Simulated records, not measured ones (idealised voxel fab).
Process module under the name voxel capacitor over wiring
In the cross-section labelled cut, the width is 220 nm and each square cell is 5 nm.
In what follows, cross-sections appear as grids of square cells, described through bands that run from the top down, where every band is one or more rows of cells. Band entry format. Leading values: height of top, height of bottom, nm. Remainder: materials in left-to-right order, each with its width in nm. Special words: "everywhere" on a single material, which then fills the band edge to edge; "air", empty space. Height reference: 0 = level under which incoming wafer is all one material. Lowest band: no bottom, runs on downward, e.g. "0 -> down". The notation "30..40" denotes a width that varies across the rows of cells in the band, beginning at the first number in the top row, finishing at the second number in the bottom row, and changing by an identical amount from each row to the next. "nothing was modified" after a step means that no cell of the cross-section changed. You'll see "Sealed void listing" listing empty spaces that have no way open to the top, as long as they're 8 cells or more; the notation is width x height at distance, where the distance is from the left edge, and all of it is in nm. On each step's line, the part that comes after the settings is the simulator's own comment on the step. "overlay nm" denotes, for a step that has a mask, the displacement of the mask to the right of its planned place, with negative values corresponding to the left.
# plan
1: RECEIVE: material Si
2: CONFORMAL_DEP: material SiO2, thk nm 10
3: DIRECTIONAL_DEP: material TiN, thk nm 5
4: DIRECTIONAL_DEP: material Ru, thk nm 15
5: DIRECTIONAL_DEP: material aC, thk nm 15
6: PATTERN: tone cover, mask id METAL_1, material resist, width nm 30, pitch nm 90, thk nm 35, overlay nm 0
7: DIRECTIONAL_ETCH: etch materials aC, depth nm 15
8: STRIP: etch materials resist
9: DIRECTIONAL_ETCH: etch materials Ru, depth nm 15
10: DIRECTIONAL_ETCH: etch materials TiN, depth nm 5
11: STRIP: etch materials aC
12: CONFORMAL_DEP: material SiN, thk nm 5
13: FILL_DEP: material lowk, thk nm 5
14: CMP: height nm 30
15: CONFORMAL_DEP: material SiCN, thk nm 5
16: DIRECTIONAL_DEP: material SiO2, thk nm 10
17: PATTERN: tone open, mask id PLUG_1, material resist, width nm 15, thk nm 15, overlay nm 0
18: DIRECTIONAL_ETCH: etch materials SiO2, depth nm 10
19: DIRECTIONAL_ETCH: etch materials SiCN, depth nm 5
20: STRIP: etch materials resist
21: CONFORMAL_DEP: material TiN, thk nm 5
22: FILL_DEP: material Cu, thk nm 5
23: CMP: height nm 45
24: DIRECTIONAL_DEP: material TiN, thk nm 10
25: DIRECTIONAL_DEP: material SiN, thk nm 5
26: DIRECTIONAL_DEP: material TiN, thk nm 5
27: MASKED_ETCH: tone cover, mask id UPPER_PLATE, width nm 65, etch materials TiN, depth nm 5, overlay nm 0
28: MASKED_ETCH: tone cover, mask id UPPER_PLATE, width nm 65, etch materials SiN, depth nm 5, overlay nm 0
29: DIRECTIONAL_DEP: material aC, thk nm 15
30: PATTERN: tone cover, mask id LOWER_PLATE, material resist, width nm 75, thk nm 35, overlay nm 0
31: DIRECTIONAL_ETCH: etch materials aC, depth nm 15
32: STRIP: etch materials resist
33: DIRECTIONAL_ETCH: etch materials TiN, depth nm 10
34: STRIP: etch materials aC
35: FILL_DEP: material SiO2, thk nm 15
36: CMP: height nm 75
37: MASKED_ETCH: tone open, mask id PLUG_2, width nm 15, etch materials SiO2, depth nm 10, overlay nm 0
38: CONFORMAL_DEP: material TiN, thk nm 5
39: FILL_DEP: material Ru, thk nm 5
40: CMP: height nm 75
41: CONFORMAL_DEP: material SiCN, thk nm 5
The plan shows the width nm of step 37 as the first wafer had it; this setting differs between the wafers, which start out alike.
# Incoming state of the first of several wafers in cross-section: after step 1
	0 -> down | Si everywhere
	Sealed void listing: none
# Tabulated below, wafer by wafer, are the end-of-module results: for each material, the number of cells gained (+) or lost (-) relative to the as-received state, followed by the closed voids
width nm 15, +2 Cu, +37 Ru, +85 SiCN, +57 SiN, +372 SiO2, +67 TiN, +84 lowk, Sealed void listing: none
width nm 20, +2 Cu, +38 Ru, +85 SiCN, +57 SiN, +370 SiO2, +68 TiN, +84 lowk, Sealed void listing: none
width nm 25, +2 Cu, +39 Ru, +85 SiCN, +57 SiN, +368 SiO2, +69 TiN, +84 lowk, Sealed void listing: none
width nm 30, +2 Cu, +40 Ru, +85 SiCN, +57 SiN, +366 SiO2, +70 TiN, +84 lowk, Sealed void listing: none
